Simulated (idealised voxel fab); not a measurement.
Process module in this document: voxel released beams
For reference, the cross-section in this document is cut, with width 180 nm and square cells of 5 nm.
Cross-section = grid of square cells, listed top down in bands; band = one or more rows.
For a band, the entry starts with two heights in nm, that of the top and then that of the bottom, and carries on with the band's materials in order from left to right, each alongside its width in nm; the word "everywhere" beside a single material means it fills the band edge to edge, and "empty" means empty space.
Below 0: as-received wafer, all one material; heights counted from there. Lowest band: no bottom, goes on down, written "0 and below".
When a width is written as two numbers, as in "30->40", the first number is the width in the top row of cells of the band and the second is the width in its bottom row, and the width changes by the same amount from each row to the next.
The cross-section has no changed cell in any step marked "no alteration".
"Cavities, closed" specifies each empty space that is not open to the top and that occupies no fewer than 8 cells, using the form width x height at distance, the distance measured from the left edge and all three quantities in nm.
Heads up: the bit after the settings on a step's line is the simulator's remark on that step.
"overlay nm" denotes, for a step that has a mask, the displacement of the mask to the right of its planned place, with negative values corresponding to the left.

-- Here's what the planned process steps look like
1) RECEIVE, material Si
2) CONFORMAL_DEP, material SiN, thk nm 10
3) DIRECTIONAL_DEP, material SiO2, thk nm 15
4) PATTERN, tone open, mask id ANCHOR, material resist, width nm 35, thk nm 20, overlay nm 0
5) DIRECTIONAL_ETCH, etch materials SiO2, depth nm 15
6) STRIP, etch materials resist
7) CONFORMAL_DEP, material polySi, thk nm 10
8) PATTERN, tone cover, mask id BEAM, material resist, width nm 110, thk nm 15, overlay nm 0
9) DIRECTIONAL_ETCH, etch materials polySi, depth nm 5
10) STRIP, etch materials resist
11) STRIP, etch materials SiO2
Keep in mind the plan's value for the depth nm of step 9 comes from the first wafer; the wafers don't share that setting, but they do share the same starting point.

-- Cross-section of the first of several wafers as received (after step 1)
  0 and below: Si everywhere
  Cavities, closed: none

-- Below, a row for every wafer. Read it as the end-of-module picture: for each material the wafer shows its cells gained (+) or lost (-) since it was received, and then its closed voids
depth nm 5; +72 SiN; +87 SiO2; +70 polySi; Cavities, closed: none
depth nm 10; +72 SiN; +56 polySi; Cavities, closed: none
depth nm 15; +72 SiN; +56 polySi; Cavities, closed: none
depth nm 20; +72 SiN; +56 polySi; Cavities, closed: none
depth nm 25; +72 SiN; +56 polySi; Cavities, closed: none
